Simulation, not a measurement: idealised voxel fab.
Herein follows the process module entitled voxel transistor to metal.
Section cut is 140 nm wide and gridded with 5 nm square cells.
This document writes a cross-section as a grid whose cells are square, and gives it as bands, listed from the top down; one or more rows of cells form a band. Quick guide to a band line: top height, bottom height (nm) up front; then every material left to right with its width in nm. Only one material and it's marked "all across"? Then it fills the band edge to edge. And "blank" just means empty space. Heights are expressed relative to 0, this being the level below which the as-received wafer comprises one material exclusively. The lowest band is unbounded in the downward direction and is denoted as in "0 and below". A two-number width, for instance "30..40", indicates that the width is equal to the first number in the top row of the band and to the second number in the bottom row, and that it changes by a constant amount per row of cells. "all unchanged" (step): cross-section cells unchanged, all of them. This entry, "Closed cavity list", enumerates those empty regions of no fewer than 8 cells that possess no open connection to the top. Each region is reported in the form width x height at distance, the distance being taken from the left edge, with all three quantities expressed in nm. Past the settings on a step's line: simulator remark, on that step. overlay nm: step with mask; distance mask lay right of planned place; negative value = left of planned place.
### Below is the list of planned process steps
1. op RECEIVE | material Si
2. op CONFORMAL_DEP | material SiO2 | thk nm 5
3. op CONFORMAL_DEP | material SiN | thk nm 10
4. op MASKED_ETCH | tone cover | mask id ACTIVE | width nm 100 | etch materials SiN | depth nm 10 | overlay nm 0
5. op MASKED_ETCH | tone cover | mask id ACTIVE | width nm 100 | etch materials SiO2 | depth nm 5 | overlay nm 0
6. op MASKED_ETCH | tone cover | mask id ACTIVE | width nm 100 | etch materials Si | depth nm 35 | overlay nm 0
7. op FILL_DEP | material SiO2 | thk nm 10
8. op CMP | height nm 15
9. op SELECTIVE_ETCH | etch materials SiO2 | depth nm 5
10. op STRIP | etch materials SiN
11. op SELECTIVE_ETCH | etch materials SiO2 | depth nm 5
12. op OXIDIZE | depth nm 5
13. op DIRECTIONAL_DEP | material polySi | thk nm 25
14. op DIRECTIONAL_DEP | material SiCN | thk nm 10
15. op MASKED_ETCH | tone cover | mask id GATE | width nm 30 | etch materials SiCN | depth nm 20 | overlay nm 0
16. op MASKED_ETCH | tone cover | mask id GATE | width nm 30 | etch materials polySi | depth nm 35 | overlay nm 0
17. op CONFORMAL_DEP | material SiN | thk nm 10
18. op DIRECTIONAL_ETCH | etch materials SiN | depth nm 10
19. op DIRECTIONAL_ETCH | etch materials SiO2 | depth nm 5
20. op DIRECTIONAL_ETCH | etch materials Si | depth nm 15
21. op EPI | material SiGe | thk nm 15
22. op FILL_DEP | material SiO2 | thk nm 10
23. op CMP | height nm 25
24. op STRIP | etch materials polySi
25. op SELECTIVE_ETCH | etch materials SiO2 | depth nm 5
26. op CONFORMAL_DEP | material HfO2 | thk nm 5
27. op CONFORMAL_DEP | material TiN | thk nm 5
28. op FILL_DEP | material W | thk nm 10
29. op CMP | height nm 20
30. op DIRECTIONAL_DEP | material SiO2 | thk nm 10
31. op MASKED_ETCH | tone open | mask id CONTACT | width nm 15 | pitch nm 75 | etch materials SiO2 | depth nm 20 | overlay nm 0
32. op CONFORMAL_DEP | material TiN | thk nm 5
33. op FILL_DEP | material W | thk nm 10
34. op CMP | height nm 30
35. op CONFORMAL_DEP | material SiN | thk nm 5
36. op DIRECTIONAL_DEP | material lowk | thk nm 20
37. op MASKED_ETCH | tone open | mask id METAL_1 | width nm 15 | pitch nm 75 | etch materials lowk | depth nm 20 | overlay nm 0
38. op MASKED_ETCH | tone open | mask id METAL_1 | width nm 15 | pitch nm 75 | etch materials SiN | depth nm 5 | overlay nm 0
39. op CONFORMAL_DEP | material TiN | thk nm 5
40. op FILL_DEP | material Cu | thk nm 10
41. op CMP | height nm 55
42. op CONFORMAL_DEP | material SiN | thk nm 5
The plan shows the thk nm of step 42 as the first wafer had it; this setting differs between the wafers, which start out alike.
### First wafer of several, as received: cross-section after step 1
	0 and below  Si all across
	Closed cavity list: none
### Last step of the module is step 42; after it, the first of several wafers in cross-section
	60 down to 55  SiN all across
	55 down to 35  lowk=25  TiN=5  Cu=5  TiN=5  lowk=60  TiN=5  Cu=5  TiN=5  lowk=25
	35 down to 30  SiN=25  TiN=15  SiN=60  TiN=15  SiN=25
	30 down to 20  SiO2=25  TiN=5  W=5  TiN=5  SiO2=60  TiN=5  W=5  TiN=5  SiO2=25
	20 down to 15  SiO2=25  TiN=5  W=5  TiN=5  SiO2=5  SiN=10  HfO2=5  TiN=5  W=10  TiN=5  HfO2=5  SiN=10  SiO2=5  TiN=5  W=5  TiN=5  SiO2=25
	15 down to 10  SiO2=25  TiN=15  SiO2=5  SiN=10  HfO2=5  TiN=5  W=10  TiN=5  HfO2=5  SiN=10  SiO2=5  TiN=15  SiO2=25
	10 down to 5  SiO2=20  SiGe=25  SiN=10  HfO2=5  TiN=5  W=10  TiN=5  HfO2=5  SiN=10  SiGe=25  SiO2=20
	5 down to 0  SiO2=15  SiN=10  SiGe=20  SiN=10  HfO2=5  TiN=20  HfO2=5  SiN=10  SiGe=20  SiN=10  SiO2=15
	0 down to -5  SiO2=25  SiGe=20  SiO2=5  HfO2=40  SiO2=5  SiGe=20  SiO2=25
	-5 down to -20  SiO2=20  Si=5  SiGe=20  Si=50  SiGe=20  Si=5  SiO2=20
	-20 down to -35  SiO2=20  Si=100  SiO2=20
	-35 and below  Si all across
	Closed cavity list: none
### last wafer at the end
	75 down to 55  SiN all across
	55 down to 35  lowk=25  TiN=5  Cu=5  TiN=5  lowk=60  TiN=5  Cu=5  TiN=5  lowk=25
	35 down to 30  SiN=25  TiN=15  SiN=60  TiN=15  SiN=25
	30 down to 20  SiO2=25  TiN=5  W=5  TiN=5  SiO2=60  TiN=5  W=5  TiN=5  SiO2=25
	20 down to 15  SiO2=25  TiN=5  W=5  TiN=5  SiO2=5  SiN=10  HfO2=5  TiN=5  W=10  TiN=5  HfO2=5  SiN=10  SiO2=5  TiN=5  W=5  TiN=5  SiO2=25
	15 down to 10  SiO2=25  TiN=15  SiO2=5  SiN=10  HfO2=5  TiN=5  W=10  TiN=5  HfO2=5  SiN=10  SiO2=5  TiN=15  SiO2=25
	10 down to 5  SiO2=20  SiGe=25  SiN=10  HfO2=5  TiN=5  W=10  TiN=5  HfO2=5  SiN=10  SiGe=25  SiO2=20
	5 down to 0  SiO2=15  SiN=10  SiGe=20  SiN=10  HfO2=5  TiN=20  HfO2=5  SiN=10  SiGe=20  SiN=10  SiO2=15
	0 down to -5  SiO2=25  SiGe=20  SiO2=5  HfO2=40  SiO2=5  SiGe=20  SiO2=25
	-5 down to -20  SiO2=20  Si=5  SiGe=20  Si=50  SiGe=20  Si=5  SiO2=20
	-20 down to -35  SiO2=20  Si=100  SiO2=20
	-35 and below  Si all across
	Closed cavity list: none
### The table below has one row for each wafer; a row shows, as of the end of the module, how many cells of each material the wafer has gained, marked (+), or lost, marked (-), since it was received, and then the wafer's closed voids
thk nm 5, +8 Cu, +16 HfO2, -100 Si, +50 SiGe, +70 SiN, +142 SiO2, +50 TiN, +12 W, +88 lowk, Closed cavity list: none
thk nm 10, +8 Cu, +16 HfO2, -100 Si, +50 SiGe, +98 SiN, +142 SiO2, +50 TiN, +12 W, +88 lowk, Closed cavity list: none
thk nm 15, +8 Cu, +16 HfO2, -100 Si, +50 SiGe, +126 SiN, +142 SiO2, +50 TiN, +12 W, +88 lowk, Closed cavity list: none
thk nm 20, +8 Cu, +16 HfO2, -100 Si, +50 SiGe, +154 SiN, +142 SiO2, +50 TiN, +12 W, +88 lowk, Closed cavity list: none
